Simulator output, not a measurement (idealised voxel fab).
The name of this process module is voxel self aligned vias.
Section shown: cut. Width: 175 nm. Cell size: 5 nm, square.
How to read a cross-section here: the picture is a grid of square cells, written as bands going from the top down, and any band can span one or more rows of cells. Band: top and bottom heights (nm) first, top before bottom; then materials from left to right, widths in nm. "everywhere" marks a sole material filling the band edge to edge. "air" denotes empty space. Basically, 0 is our baseline, since under it the wafer straight out of the box is all one material. The bottom band has no lower end and keeps on going down, so it looks like "top 0, no bottom". Note: "30..40" means the width goes from the first number (top row of the band) to the second number (bottom row) in equal steps per row of cells. A step reported as "nothing was modified" is a step in which no cell of the cross-section changed. In the "Sealed cavities" entry, you get each enclosed empty space of 8 cells or more, one with no open way to the top, written width x height at distance, distance from the left edge, in nm. What comes after the settings on a step's line is commentary from the simulator itself on that step. The optional step-line setting "overlay nm" applies to steps with a mask and quantifies how far to the right of its planned location the mask lay, a negative value indicating leftward placement.
This section lists the process steps that were planned
step 1: RECEIVE (material Si)
step 2: CONFORMAL_DEP (material SiO2; thk nm 10)
step 3: CONFORMAL_DEP (material SiCN; thk nm 5)
step 4: DIRECTIONAL_DEP (material SiO2; thk nm 25)
step 5: MASKED_ETCH (tone open; mask id LINES; width nm 25; pitch nm 55; etch materials SiO2; depth nm 25; overlay nm 0)
step 6: CONFORMAL_DEP (material TiN; thk nm 5)
step 7: FILL_DEP (material W; thk nm 5)
step 8: CMP (height nm 40)
step 9: SELECTIVE_ETCH (etch materials W Ru TiN; depth nm 5)
step 10: FILL_DEP (material SiN; thk nm 5)
step 11: CMP (height nm 40)
step 12: DIRECTIONAL_DEP (material SiO2; thk nm 15)
step 13: DIRECTIONAL_DEP (material aC; thk nm 10)
step 14: PATTERN (tone open; mask id VIAS; material resist; width nm 35; pitch nm 55; thk nm 25; overlay nm 0)
step 15: DIRECTIONAL_ETCH (etch materials aC; depth nm 10)
step 16: STRIP (etch materials resist)
step 17: DIRECTIONAL_ETCH (etch materials SiO2; depth nm 15)
step 18: DIRECTIONAL_ETCH (etch materials SiN; depth nm 5)
step 19: STRIP (etch materials aC)
step 20: CONFORMAL_DEP (material TiN; thk nm 5)
step 21: FILL_DEP (material Ru; thk nm 5)
step 22: CMP (height nm 55)
step 23: CONFORMAL_DEP (material SiN; thk nm 5)
Cross-section: wafer on arrival = after step 1
* top 0, no bottom: Si everywhere
* Sealed cavities: none
Cross-sectional view of the first of the two wafers upon completion of the module, processed in accordance with the plan
* top 60, bottom 55: SiN everywhere
* top 55, bottom 45: 40 SiO2, 5 TiN, 25 Ru, 5 TiN, 20 SiO2, 5 TiN, 25 Ru, 5 TiN, 45 SiO2
* top 45, bottom 40: 40 SiO2, 10 TiN, 15 Ru, 10 TiN, 20 SiO2, 10 TiN, 15 Ru, 10 TiN, 45 SiO2
* top 40, bottom 35: 45 SiO2, 25 TiN, 30 SiO2, 25 TiN, 50 SiO2
* top 35, bottom 20: 45 SiO2, 5 TiN, 15 W, 5 TiN, 30 SiO2, 5 TiN, 15 W, 5 TiN, 50 SiO2
* top 20, bottom 15: 45 SiO2, 25 TiN, 30 SiO2, 25 TiN, 50 SiO2
* top 15, bottom 10: SiCN everywhere
* top 10, bottom 0: SiO2 everywhere
* top 0, no bottom: Si everywhere
* Sealed cavities: none
Now the second wafer, cross-sectioned at the end of the module. Nothing different at the start, nothing different in the plan compared with the first, just one mistake when it was actually run
* top 60, bottom 55: SiN everywhere
* top 55, bottom 40: 40 SiO2, 5 TiN, 25 Ru, 5 TiN, 20 SiO2, 5 TiN, 25 Ru, 5 TiN, 45 SiO2
* top 40, bottom 35: 40 SiN, 35 TiN, 20 SiN, 35 TiN, 45 SiN
* top 35, bottom 30: 50 TiN, 15 W, 40 TiN, 15 W, 55 TiN
* top 30, bottom 10: 45 SiO2, 5 TiN, 15 W, 5 TiN, 30 SiO2, 5 TiN, 15 W, 5 TiN, 50 SiO2
* top 10, bottom 5: 45 SiO2, 25 TiN, 30 SiO2, 25 TiN, 50 SiO2
* top 5, bottom 0: SiCN everywhere
* top 0, no bottom: Si everywhere
* Sealed cavities: none
In executing the process, a mistake was made relative to the plan: step 2 of the plan: omitted, not performed
Count the cells at the end and the second wafer has more or fewer of some materials than the first: +4 Ru | +21 SiN | -70 SiO2 | +33 TiN | +12 W
